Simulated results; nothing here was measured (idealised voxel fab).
Name of the process module below: voxel capacitor over wiring
Cross-section cut spans 275 nm and uses square cells 5 nm in size.
Bands, listed from the top down, are how a cross-section gets written in this document; the cross-section itself is a grid of square cells, and a band is one or more rows of them.
Heads up on the band format: heights come first, top then bottom, in nm. After that it's the materials left to right, each with its width in nm. A single material flagged "all across" fills the whole band edge to edge, and "blank" means there's empty space there.
It should be noted that heights are counted from 0, beneath which the wafer as supplied is of one material throughout, and that the lowest band possesses no lower boundary but continues downward, as written in "0 nm and below".
Note: "30..40" means the width goes from the first number (top row of the band) to the second number (bottom row) in equal steps per row of cells.
"nothing got changed" after a step means that no cell of the cross-section changed.
The label "Closed internal cavities" introduces a list of the empty spaces, 8 cells or larger, that have no open way up to the top; each entry in it reads width x height at distance, where the distance is taken from the left edge and all three are stated in nm.
Anything after a step's settings on that line? It's the simulator's own note about the step.
A step line may carry the setting "overlay nm", which, for steps involving a mask, states the distance by which the mask lay to the right of its intended position; negative values denote displacement to the left.

Process steps (planned)
1: RECEIVE (material Si)
2: CONFORMAL_DEP (material SiO2; thk nm 15)
3: CONFORMAL_DEP (material SiN; thk nm 5)
4: DIRECTIONAL_DEP (material SiO2; thk nm 20)
5: MASKED_ETCH (tone open; mask id METAL_1; width nm 20; pitch nm 70; etch materials SiO2; depth nm 20; overlay nm 0)
6: MASKED_ETCH (tone open; mask id METAL_1; width nm 20; pitch nm 70; etch materials SiN; depth nm 5; overlay nm 0)
7: CONFORMAL_DEP (material TiN; thk nm 5)
8: FILL_DEP (material W; thk nm 5)
9: CMP (height nm 40)
10: CONFORMAL_DEP (material SiCN; thk nm 5)
11: DIRECTIONAL_DEP (material lowk; thk nm 10)
12: PATTERN (tone open; mask id PLUG_1; material resist; width nm 15; thk nm 15; overlay nm 0)
13: DIRECTIONAL_ETCH (etch materials lowk; depth nm 10)
14: DIRECTIONAL_ETCH (etch materials SiCN; depth nm 5)
15: STRIP (etch materials resist)
16: CONFORMAL_DEP (material TiN; thk nm 5)
17: FILL_DEP (material Cu; thk nm 10)
18: CMP (height nm 55)
19: DIRECTIONAL_DEP (material TiN; thk nm 10)
20: DIRECTIONAL_DEP (material SiN; thk nm 5)
21: DIRECTIONAL_DEP (material TiN; thk nm 10)
22: MASKED_ETCH (tone cover; mask id UPPER_PLATE; width nm 55; etch materials TiN; depth nm 10; overlay nm 0)
23: MASKED_ETCH (tone cover; mask id UPPER_PLATE; width nm 55; etch materials SiN; depth nm 5; overlay nm 0)
24: MASKED_ETCH (tone cover; mask id LOWER_PLATE; width nm 65; etch materials TiN; depth nm 10; overlay nm 0)
25: FILL_DEP (material SiO2; thk nm 15)
26: CMP (height nm 90)
27: MASKED_ETCH (tone open; mask id PLUG_2; width nm 15; etch materials SiO2; depth nm 10; overlay nm 0)
28: CONFORMAL_DEP (material TiN; thk nm 5)
29: FILL_DEP (material W; thk nm 10)
30: CMP (height nm 90)
31: CONFORMAL_DEP (material SiN; thk nm 5)

Incoming wafer in cross-section (state: after step 1)
- 0 nm and below: Si all across
- Closed internal cavities: none

Module complete - cross-section of the first of two wafers, run according to plan
- 95 nm to 90 nm: SiN all across
- 90 nm to 85 nm: SiO2: 105, TiN: 5, W: 5, TiN: 5, SiO2: 155
- 85 nm to 80 nm: SiO2: 105, TiN: 15, SiO2: 155
- 80 nm to 70 nm: SiO2: 95, TiN: 55, SiO2: 125
- 70 nm to 65 nm: SiO2: 95, SiN: 55, SiO2: 125
- 65 nm to 55 nm: SiO2: 90, TiN: 65, SiO2: 120
- 55 nm to 45 nm: lowk: 95, TiN: 5, Cu: 5, TiN: 5, lowk: 165
- 45 nm to 40 nm: SiCN: 95, TiN: 15, SiCN: 165
- 40 nm to 20 nm: SiO2: 90, TiN: 5, W: 10, TiN: 5, SiO2: 50, TiN: 5, W: 10, TiN: 5, SiO2: 95
- 20 nm to 15 nm: SiN: 90, TiN: 20, SiN: 50, TiN: 20, SiN: 95
- 15 nm to 0 nm: SiO2 all across
- 0 nm and below: Si all across
- Closed internal cavities: none

What the second wafer looks like in cross-section once the module is done. Its start and its plan matched the first wafer's exactly; what differed was one mistake in how it was run
- 95 nm to 90 nm: SiN all across
- 90 nm to 85 nm: SiO2: 105, TiN: 5, W: 5, TiN: 5, SiO2: 155
- 85 nm to 80 nm: SiO2: 105, TiN: 15, SiO2: 155
- 80 nm to 70 nm: SiO2: 95, TiN: 55, SiO2: 125
- 70 nm to 65 nm: SiO2: 95, SiN: 55, SiO2: 125
- 65 nm to 55 nm: SiO2: 90, TiN: 65, SiO2: 120
- 55 nm to 45 nm: lowk: 95, TiN: 5, Cu: 5, TiN: 5, lowk: 165
- 45 nm to 40 nm: SiCN: 95, TiN: 15, SiCN: 165
- 40 nm to 35 nm: SiN: 90, TiN: 20, SiN: 50, TiN: 20, SiN: 95
- 35 nm to 0 nm: SiO2 all across
- 0 nm and below: Si all across
- Closed internal cavities: none
The mistake made against the process plan was this: steps 3 and 4 run out of order (swapped)
At the finish, the second wafer shows more or fewer cells for some materials than the first does: SiO2 +32, TiN -16, W -16
